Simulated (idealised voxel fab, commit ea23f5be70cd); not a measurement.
process module | voxel gate over fins
cross-section cut | 160 nm wide | cells 5 nm
A cross-section is a grid of square cells, given in bands from the top down. A band is one or more rows of cells.
Each band's line starts with the height of the band's top and of its bottom, in nm. Then come its materials from left to right, each with its width in nm. One material with "throughout" fills the band from edge to edge. "air" is empty space.
Height 0 is the level under which the wafer as received is all one material. The lowest band goes on downwards, as in "0 down".
A width such as "30 to 40" changes by the same amount from each row of cells to the next, from the band's top row to its bottom row.
"no change" after a step means that no cell of the cross-section changed.
closed voids: empty space of 8 cells or more with no open way to the top, each as width x height at its distance from the left edge, in nm
after a step's settings: what the simulator itself notes on the step
overlay nm, on a step with a mask: how far to the right of its planned place the mask lay; to the left if negative
plan
1 op RECEIVE | material Si
2 op CONFORMAL_DEP | material SiN | thk nm 5
3 op PATTERN | tone cover | mask id FINS | material resist | width nm 15 | pitch nm 50 | thk nm 15 | overlay nm 0
4 op DIRECTIONAL_ETCH | etch materials SiN | depth nm 5
5 op DIRECTIONAL_ETCH | etch materials Si | depth nm 40
6 op STRIP | etch materials resist
7 op FILL_DEP | material SiO2 | thk nm 15
8 op CMP | height nm 5
9 op DIRECTIONAL_DEP | material aC | thk nm 15
10 op PATTERN | tone open | mask id RAIL | material resist | width nm 15 | thk nm 30 | overlay nm 0
11 op DIRECTIONAL_ETCH | etch materials aC | depth nm 15
12 op STRIP | etch materials resist
13 op DIRECTIONAL_ETCH | etch materials SiO2 | depth nm 40
14 op STRIP | etch materials aC
15 op CONFORMAL_DEP | material TiN | thk nm 5
16 op FILL_DEP | material Ru | thk nm 5
17 op CMP | height nm 5
18 op SELECTIVE_ETCH | etch materials W Ru TiN | depth nm 25
19 op FILL_DEP | material SiO2 | thk nm 5
20 op CMP | height nm 5
21 op SELECTIVE_ETCH | etch materials SiO2 | depth nm 15
22 op STRIP | etch materials SiN
23 op CONFORMAL_DEP | material HfO2 | thk nm 5
24 op CONFORMAL_DEP | material TiN | thk nm 5
25 op CONFORMAL_DEP | material TiAl | thk nm 5
26 op CONFORMAL_DEP | material TiN | thk nm 5
27 op FILL_DEP | material W | thk nm 15
28 op CMP | height nm 30
29 op CONFORMAL_DEP | material SiCN | thk nm 10
as received, after step 1
  0 down: Si throughout
  closed voids: none
first wafer at the end, as planned
  40 to 30: SiCN throughout
  30 to 20: W throughout
  20 to 15: TiN 155 | W 5
  15 to 10: TiN 5 | TiAl 45 | TiN 5 | TiAl 45 | TiN 5 | TiAl 45 | TiN 5 | W 5
  10 to 5: TiN 5 | TiAl 5 | TiN 35 | TiAl 5 | TiN 5 | TiAl 5 | TiN 35 | TiAl 5 | TiN 5 | TiAl 5 | TiN 35 | TiAl 5 | TiN 10
  5 to 0: TiAl 10 | TiN 5 | HfO2 25 | TiN 5 | TiAl 15 | TiN 5 | HfO2 25 | TiN 5 | TiAl 15 | TiN 5 | HfO2 25 | TiN 5 | TiAl 15
  0 to -5: TiN 15 | HfO2 5 | Si 15 | HfO2 5 | TiN 25 | HfO2 5 | Si 15 | HfO2 5 | TiN 25 | HfO2 5 | Si 15 | HfO2 5 | TiN 20
  -5 to -10: HfO2 20 | Si 15 | HfO2 35 | Si 15 | HfO2 35 | Si 15 | HfO2 25
  -10 to -20: SiO2 20 | Si 15 | SiO2 35 | Si 15 | SiO2 35 | Si 15 | SiO2 25
  -20 to -30: SiO2 20 | Si 15 | SiO2 10 | TiN 5 | Ru 5 | TiN 5 | SiO2 10 | Si 15 | SiO2 35 | Si 15 | SiO2 25
  -30 to -35: SiO2 20 | Si 15 | SiO2 10 | TiN 15 | SiO2 10 | Si 15 | SiO2 35 | Si 15 | SiO2 25
  -35 to -40: SiO2 20 | Si 15 | SiO2 35 | Si 15 | SiO2 35 | Si 15 | SiO2 25
  -40 down: Si throughout
  closed voids: none
second wafer at the end: like start, like plan, one mistake
  40 to 30: SiCN throughout
  30 to 20: W throughout
  20 to 15: TiN 155 | W 5
  15 to 10: TiN 5 | TiAl 45 | TiN 5 | TiAl 45 | TiN 5 | TiAl 45 | TiN 5 | W 5
  10 to 5: TiN 5 | TiAl 5 | TiN 35 | TiAl 5 | TiN 5 | TiAl 5 | TiN 35 | TiAl 5 | TiN 5 | TiAl 5 | TiN 35 | TiAl 5 | TiN 10
  5 to 0: TiAl 10 | TiN 5 | HfO2 25 | TiN 5 | TiAl 15 | TiN 5 | HfO2 25 | TiN 5 | TiAl 15 | TiN 5 | HfO2 25 | TiN 5 | TiAl 15
  0 to -5: TiN 15 | HfO2 5 | Si 15 | HfO2 5 | TiN 25 | HfO2 5 | Si 15 | HfO2 5 | TiN 25 | HfO2 5 | Si 15 | HfO2 5 | TiN 20
  -5 to -10: HfO2 10 | TiN 5 | HfO2 5 | Si 15 | HfO2 5 | TiN 5 | HfO2 15 | TiN 5 | HfO2 5 | Si 15 | HfO2 5 | TiN 5 | HfO2 15 | TiN 5 | HfO2 5 | Si 15 | HfO2 5 | TiN 5 | HfO2 15
  -10 to -15: SiO2 5 | HfO2 15 | Si 15 | HfO2 15 | SiO2 5 | HfO2 15 | Si 15 | HfO2 15 | SiO2 5 | HfO2 15 | Si 15 | HfO2 15 | SiO2 10
  -15 to -20: SiO2 20 | Si 15 | SiO2 35 | Si 15 | SiO2 35 | Si 15 | SiO2 25
  -20 to -30: SiO2 20 | Si 15 | SiO2 10 | TiN 5 | Ru 5 | TiN 5 | SiO2 10 | Si 15 | SiO2 35 | Si 15 | SiO2 25
  -30 to -35: SiO2 20 | Si 15 | SiO2 10 | TiN 15 | SiO2 10 | Si 15 | SiO2 35 | Si 15 | SiO2 25
  -35 to -40: SiO2 20 | Si 15 | SiO2 35 | Si 15 | SiO2 35 | Si 15 | SiO2 25
  -40 down: Si throughout
  closed voids: none
what went wrong: steps 21 and 22 were swapped
at the end the second wafer has, in cells: 12 more of HfO2 | 18 fewer of SiO2 | 6 more of TiN
